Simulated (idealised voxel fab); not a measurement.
process module | voxel wiring stack
cross-section cut | 230 nm wide | cells 5 nm
A cross-section is a grid of square cells, given in bands from the top down. A band is one or more rows of cells.
Each band's line starts with the height of the band's top and of its bottom, in nm. Then come its materials from left to right, each with its width in nm. One material with "throughout" fills the band from edge to edge. "air" is empty space.
Height 0 is the level under which the wafer as received is all one material. The lowest band goes on downwards, as in "0 down".
A width such as "30 to 40" changes by the same amount from each row of cells to the next, from the band's top row to its bottom row.
"no change" after a step means that no cell of the cross-section changed.
closed voids: empty space of 8 cells or more with no open way to the top, each as width x height at its distance from the left edge, in nm
after a step's settings: what the simulator itself notes on the step
overlay nm, on a step with a mask: how far to the right of its planned place the mask lay; to the left if negative
plan
1 op RECEIVE | material Si
2 op CONFORMAL_DEP | material SiO2 | thk nm 10
3 op CONFORMAL_DEP | material SiCN | thk nm 5
4 op DIRECTIONAL_DEP | material SiO2 | thk nm 15
5 op MASKED_ETCH | tone open | mask id METAL_1 | width nm 20 | pitch nm 35 | etch materials SiO2 | depth nm 15 | overlay nm 0
6 op MASKED_ETCH | tone open | mask id METAL_1 | width nm 20 | pitch nm 35 | etch materials SiCN | depth nm 5 | overlay nm 0
7 op CONFORMAL_DEP | material TiN | thk nm 5
8 op FILL_DEP | material W | thk nm 5
9 op CMP | height nm 30
10 op EPI | material Ru | thk nm 5
11 op FILL_DEP | material SiCN | thk nm 5
12 op DIRECTIONAL_DEP | material lowk | thk nm 20
13 op MASKED_ETCH | tone open | mask id PLUG_1 | width nm 15 | pitch nm 35 | etch materials lowk | depth nm 20 | overlay nm 0
14 op MASKED_ETCH | tone open | mask id PLUG_1 | width nm 15 | pitch nm 35 | etch materials SiCN | depth nm 5 | overlay nm 0
15 op CONFORMAL_DEP | material TiN | thk nm 5
16 op FILL_DEP | material Cu | thk nm 10
17 op CMP | height nm 60
18 op DIRECTIONAL_DEP | material TiN | thk nm 5
19 op DIRECTIONAL_DEP | material W | thk nm 20
20 op PATTERN | tone cover | mask id METAL_2 | material resist | width nm 20 | pitch nm 35 | thk nm 15 | overlay nm 0
21 op DIRECTIONAL_ETCH | etch materials W | depth nm 20
22 op DIRECTIONAL_ETCH | etch materials TiN | depth nm 5
23 op STRIP | etch materials resist
24 op FILL_DEP | material lowk | thk nm 10
25 op CMP | height nm 85
26 op CONFORMAL_DEP | material SiCN | thk nm 5
27 op DIRECTIONAL_DEP | material SiO2 | thk nm 30
28 op DIRECTIONAL_DEP | material aC | thk nm 10
29 op PATTERN | tone open | mask id METAL_3_HOLES | material resist | width nm 15 | pitch nm 70 | thk nm 25 | overlay nm 0
30 op DIRECTIONAL_ETCH | etch materials aC | depth nm 10
31 op STRIP | etch materials resist
32 op DIRECTIONAL_ETCH | etch materials SiO2 | depth nm 30
33 op STRIP | etch materials aC
34 op PATTERN | tone open | mask id METAL_3 | material resist | width nm 20 | pitch nm 35 | thk nm 20 | overlay nm 0
35 op DIRECTIONAL_ETCH | etch materials SiO2 | depth nm 15
36 op DIRECTIONAL_ETCH | etch materials SiCN | depth nm 5
37 op STRIP | etch materials resist
38 op CONFORMAL_DEP | material TiN | thk nm 5
39 op FILL_DEP | material Cu | thk nm 5
40 op CMP | height nm 120
41 op CONFORMAL_DEP | material SiCN | thk nm 5
first wafer, as planned
as received, after step 1
  0 down: Si throughout
  closed voids: none
after step 2
  10 to 0: SiO2 throughout
  below 0: unchanged
after step 3
  15 to 10: SiCN throughout
  below 10: unchanged
after step 4
  30 to 15: SiO2 throughout
  below 15: unchanged
after step 5
  30 to 15: SiO2 50 | air 20 | SiO2 15 | air 20 | SiO2 15 | air 20 | SiO2 15 | air 20 | SiO2 55
  below 15: unchanged
after step 6
  30 to 15: SiO2 50 | air 20 | SiO2 15 | air 20 | SiO2 15 | air 20 | SiO2 15 | air 20 | SiO2 55
  15 to 10: SiCN 50 | air 20 | SiCN 15 | air 20 | SiCN 15 | air 20 | SiCN 15 | air 20 | SiCN 55
  below 10: unchanged
after step 7
  35 to 30: TiN 55 | air 10 | TiN 25 | air 10 | TiN 25 | air 10 | TiN 25 | air 10 | TiN 60
  30 to 15: SiO2 50 | TiN 5 | air 10 | TiN 5 | SiO2 15 | TiN 5 | air 10 | TiN 5 | SiO2 15 | TiN 5 | air 10 | TiN 5 | SiO2 15 | TiN 5 | air 10 | TiN 5 | SiO2 55
  15 to 10: SiCN 50 | TiN 20 | SiCN 15 | TiN 20 | SiCN 15 | TiN 20 | SiCN 15 | TiN 20 | SiCN 55
  below 10: unchanged
after step 8
  40 to 35: W throughout
  35 to 30: TiN 55 | W 10 | TiN 25 | W 10 | TiN 25 | W 10 | TiN 25 | W 10 | TiN 60
  30 to 15: SiO2 50 | TiN 5 | W 10 | TiN 5 | SiO2 15 | TiN 5 | W 10 | TiN 5 | SiO2 15 | TiN 5 | W 10 | TiN 5 | SiO2 15 | TiN 5 | W 10 | TiN 5 | SiO2 55
  below 15: unchanged
after step 9
  30 to 15: SiO2 50 | TiN 5 | W 10 | TiN 5 | SiO2 15 | TiN 5 | W 10 | TiN 5 | SiO2 15 | TiN 5 | W 10 | TiN 5 | SiO2 15 | TiN 5 | W 10 | TiN 5 | SiO2 55
  below 15: unchanged
after step 10
  35 to 30: air 45 | Ru 30 | air 5 | Ru 30 | air 5 | Ru 30 | air 5 | Ru 30 | air 50
  below 30: unchanged
after step 11
  40 to 35: SiCN throughout
  35 to 30: SiCN 45 | Ru 30 | SiCN 5 | Ru 30 | SiCN 5 | Ru 30 | SiCN 5 | Ru 30 | SiCN 50
  below 30: unchanged
after step 12
  60 to 40: lowk throughout
  below 40: unchanged
after step 13
  60 to 40: lowk 50 | air 15 | lowk 20 | air 15 | lowk 20 | air 15 | lowk 20 | air 15 | lowk 60
  below 40: unchanged
after step 14
  60 to 40: lowk 50 | air 15 | lowk 20 | air 15 | lowk 20 | air 15 | lowk 20 | air 15 | lowk 60
  40 to 35: SiCN 50 | air 15 | SiCN 20 | air 15 | SiCN 20 | air 15 | SiCN 20 | air 15 | SiCN 60
  below 35: unchanged
after step 15
  65 to 60: TiN 55 | air 5 | TiN 30 | air 5 | TiN 30 | air 5 | TiN 30 | air 5 | TiN 65
  60 to 40: lowk 50 | TiN 5 | air 5 | TiN 5 | lowk 20 | TiN 5 | air 5 | TiN 5 | lowk 20 | TiN 5 | air 5 | TiN 5 | lowk 20 | TiN 5 | air 5 | TiN 5 | lowk 60
  40 to 35: SiCN 50 | TiN 15 | SiCN 20 | TiN 15 | SiCN 20 | TiN 15 | SiCN 20 | TiN 15 | SiCN 60
  below 35: unchanged
after step 16
  75 to 65: Cu throughout
  65 to 60: TiN 55 | Cu 5 | TiN 30 | Cu 5 | TiN 30 | Cu 5 | TiN 30 | Cu 5 | TiN 65
  60 to 40: lowk 50 | TiN 5 | Cu 5 | TiN 5 | lowk 20 | TiN 5 | Cu 5 | TiN 5 | lowk 20 | TiN 5 | Cu 5 | TiN 5 | lowk 20 | TiN 5 | Cu 5 | TiN 5 | lowk 60
  below 40: unchanged
after step 17
  60 to 40: lowk 50 | TiN 5 | Cu 5 | TiN 5 | lowk 20 | TiN 5 | Cu 5 | TiN 5 | lowk 20 | TiN 5 | Cu 5 | TiN 5 | lowk 20 | TiN 5 | Cu 5 | TiN 5 | lowk 60
  below 40: unchanged
after step 18
  65 to 60: TiN throughout
  below 60: unchanged
after step 19
  85 to 65: W throughout
  below 65: unchanged
after step 20
  100 to 85: air 50 | resist 20 | air 15 | resist 20 | air 15 | resist 20 | air 15 | resist 20 | air 55
  below 85: unchanged
after step 21
  100 to 85: air 50 | resist 20 | air 15 | resist 20 | air 15 | resist 20 | air 15 | resist 20 | air 55
  85 to 65: air 50 | W 20 | air 15 | W 20 | air 15 | W 20 | air 15 | W 20 | air 55
  below 65: unchanged
after step 22
  100 to 85: air 50 | resist 20 | air 15 | resist 20 | air 15 | resist 20 | air 15 | resist 20 | air 55
  85 to 65: air 50 | W 20 | air 15 | W 20 | air 15 | W 20 | air 15 | W 20 | air 55
  65 to 60: air 50 | TiN 20 | air 15 | TiN 20 | air 15 | TiN 20 | air 15 | TiN 20 | air 55
  below 60: unchanged
after step 23
  85 to 65: air 50 | W 20 | air 15 | W 20 | air 15 | W 20 | air 15 | W 20 | air 55
  below 65: unchanged
after step 24
  95 to 85: lowk throughout
  85 to 65: lowk 50 | W 20 | lowk 15 | W 20 | lowk 15 | W 20 | lowk 15 | W 20 | lowk 55
  65 to 60: lowk 50 | TiN 20 | lowk 15 | TiN 20 | lowk 15 | TiN 20 | lowk 15 | TiN 20 | lowk 55
  below 60: unchanged
after step 25
  85 to 65: lowk 50 | W 20 | lowk 15 | W 20 | lowk 15 | W 20 | lowk 15 | W 20 | lowk 55
  below 65: unchanged
after step 26
  90 to 85: SiCN throughout
  below 85: unchanged
after step 27
  120 to 90: SiO2 throughout
  below 90: unchanged
after step 28
  130 to 120: aC throughout
  below 120: unchanged
after step 29
  155 to 130: resist 50 | air 15 | resist 55 | air 15 | resist 95
  below 130: unchanged
after step 30
  145 to 130: resist 50 | air 15 | resist 55 | air 15 | resist 95
  130 to 120: aC 50 | air 15 | aC 55 | air 15 | aC 95
  below 120: unchanged
after step 31
  130 to 120: aC 50 | air 15 | aC 55 | air 15 | aC 95
  below 120: unchanged
after step 32
  130 to 120: aC 50 | air 15 | aC 55 | air 15 | aC 95
  120 to 90: SiO2 50 | air 15 | SiO2 55 | air 15 | SiO2 95
  below 90: unchanged
after step 33
  120 to 90: SiO2 50 | air 15 | SiO2 55 | air 15 | SiO2 95
  below 90: unchanged
after step 34
  140 to 120: resist 50 | air 20 | resist 15 | air 20 | resist 15 | air 20 | resist 15 | air 20 | resist 55
  below 120: unchanged
after step 35
  140 to 120: resist 50 | air 20 | resist 15 | air 20 | resist 15 | air 20 | resist 15 | air 20 | resist 55
  120 to 105: SiO2 50 | air 20 | SiO2 15 | air 20 | SiO2 15 | air 20 | SiO2 15 | air 20 | SiO2 55
  below 105: unchanged
after step 36
  140 to 120: resist 50 | air 20 | resist 15 | air 20 | resist 15 | air 20 | resist 15 | air 20 | resist 55
  120 to 105: SiO2 50 | air 20 | SiO2 15 | air 20 | SiO2 15 | air 20 | SiO2 15 | air 20 | SiO2 55
  105 to 90: SiO2 50 | air 15 | SiO2 55 | air 15 | SiO2 95
  90 to 85: SiCN 50 | air 15 | SiCN 55 | air 15 | SiCN 95
  below 85: unchanged
after step 37
  120 to 105: SiO2 50 | air 20 | SiO2 15 | air 20 | SiO2 15 | air 20 | SiO2 15 | air 20 | SiO2 55
  below 105: unchanged
after step 38
  125 to 120: TiN 55 | air 10 | TiN 25 | air 10 | TiN 25 | air 10 | TiN 25 | air 10 | TiN 60
  120 to 110: SiO2 50 | TiN 5 | air 10 | TiN 5 | SiO2 15 | TiN 5 | air 10 | TiN 5 | SiO2 15 | TiN 5 | air 10 | TiN 5 | SiO2 15 | TiN 5 | air 10 | TiN 5 | SiO2 55
  110 to 105: SiO2 50 | TiN 5 | air 5 | TiN 10 | SiO2 15 | TiN 20 | SiO2 15 | TiN 5 | air 5 | TiN 10 | SiO2 15 | TiN 20 | SiO2 55
  105 to 90: SiO2 50 | TiN 5 | air 5 | TiN 5 | SiO2 55 | TiN 5 | air 5 | TiN 5 | SiO2 95
  90 to 85: SiCN 50 | TiN 15 | SiCN 55 | TiN 15 | SiCN 95
  below 85: unchanged
after step 39
  130 to 125: Cu throughout
  125 to 120: TiN 55 | Cu 10 | TiN 25 | Cu 10 | TiN 25 | Cu 10 | TiN 25 | Cu 10 | TiN 60
  120 to 110: SiO2 50 | TiN 5 | Cu 10 | TiN 5 | SiO2 15 | TiN 5 | Cu 10 | TiN 5 | SiO2 15 | TiN 5 | Cu 10 | TiN 5 | SiO2 15 | TiN 5 | Cu 10 | TiN 5 | SiO2 55
  110 to 105: SiO2 50 | TiN 5 | Cu 5 | TiN 10 | SiO2 15 | TiN 20 | SiO2 15 | TiN 5 | Cu 5 | TiN 10 | SiO2 15 | TiN 20 | SiO2 55
  105 to 90: SiO2 50 | TiN 5 | Cu 5 | TiN 5 | SiO2 55 | TiN 5 | Cu 5 | TiN 5 | SiO2 95
  below 90: unchanged
after step 40
  120 to 110: SiO2 50 | TiN 5 | Cu 10 | TiN 5 | SiO2 15 | TiN 5 | Cu 10 | TiN 5 | SiO2 15 | TiN 5 | Cu 10 | TiN 5 | SiO2 15 | TiN 5 | Cu 10 | TiN 5 | SiO2 55
  below 110: unchanged
after step 41
  125 to 120: SiCN throughout
  below 120: unchanged
second wafer: like start, like plan, one mistake. Through step 34 it matches the first wafer
when step 35 should have ended
  140 to 120: resist 50 | air 20 | resist 15 | air 20 | resist 15 | air 20 | resist 15 | air 20 | resist 55
  120 to 90: SiO2 50 | air 20 | SiO2 15 | air 20 | SiO2 15 | air 20 | SiO2 15 | air 20 | SiO2 55
  below 90: unchanged
when step 36 should have ended
  140 to 120: resist 50 | air 20 | resist 15 | air 20 | resist 15 | air 20 | resist 15 | air 20 | resist 55
  120 to 90: SiO2 50 | air 20 | SiO2 15 | air 20 | SiO2 15 | air 20 | SiO2 15 | air 20 | SiO2 55
  90 to 85: SiCN 50 | air 20 | SiCN 15 | air 20 | SiCN 15 | air 20 | SiCN 15 | air 20 | SiCN 55
  below 85: unchanged
when step 37 should have ended
  120 to 90: SiO2 50 | air 20 | SiO2 15 | air 20 | SiO2 15 | air 20 | SiO2 15 | air 20 | SiO2 55
  below 90: unchanged
when step 38 should have ended
  125 to 120: TiN 55 | air 10 | TiN 25 | air 10 | TiN 25 | air 10 | TiN 25 | air 10 | TiN 60
  120 to 90: SiO2 50 | TiN 5 | air 10 | TiN 5 | SiO2 15 | TiN 5 | air 10 | TiN 5 | SiO2 15 | TiN 5 | air 10 | TiN 5 | SiO2 15 | TiN 5 | air 10 | TiN 5 | SiO2 55
  90 to 85: SiCN 50 | TiN 20 | SiCN 15 | TiN 20 | SiCN 15 | TiN 20 | SiCN 15 | TiN 20 | SiCN 55
  below 85: unchanged
when step 39 should have ended
  130 to 125: Cu throughout
  125 to 120: TiN 55 | Cu 10 | TiN 25 | Cu 10 | TiN 25 | Cu 10 | TiN 25 | Cu 10 | TiN 60
  120 to 90: SiO2 50 | TiN 5 | Cu 10 | TiN 5 | SiO2 15 | TiN 5 | Cu 10 | TiN 5 | SiO2 15 | TiN 5 | Cu 10 | TiN 5 | SiO2 15 | TiN 5 | Cu 10 | TiN 5 | SiO2 55
  below 90: unchanged
when step 40 should have ended
  120 to 90: SiO2 50 | TiN 5 | Cu 10 | TiN 5 | SiO2 15 | TiN 5 | Cu 10 | TiN 5 | SiO2 15 | TiN 5 | Cu 10 | TiN 5 | SiO2 15 | TiN 5 | Cu 10 | TiN 5 | SiO2 55
  below 90: unchanged
when step 41 should have ended
  125 to 120: SiCN throughout
  below 120: unchanged
what went wrong: step 35 was run twice
at the end the second wafer has, in cells: 24 more of Cu | 10 fewer of SiCN | 30 fewer of SiO2 | 16 more of TiN
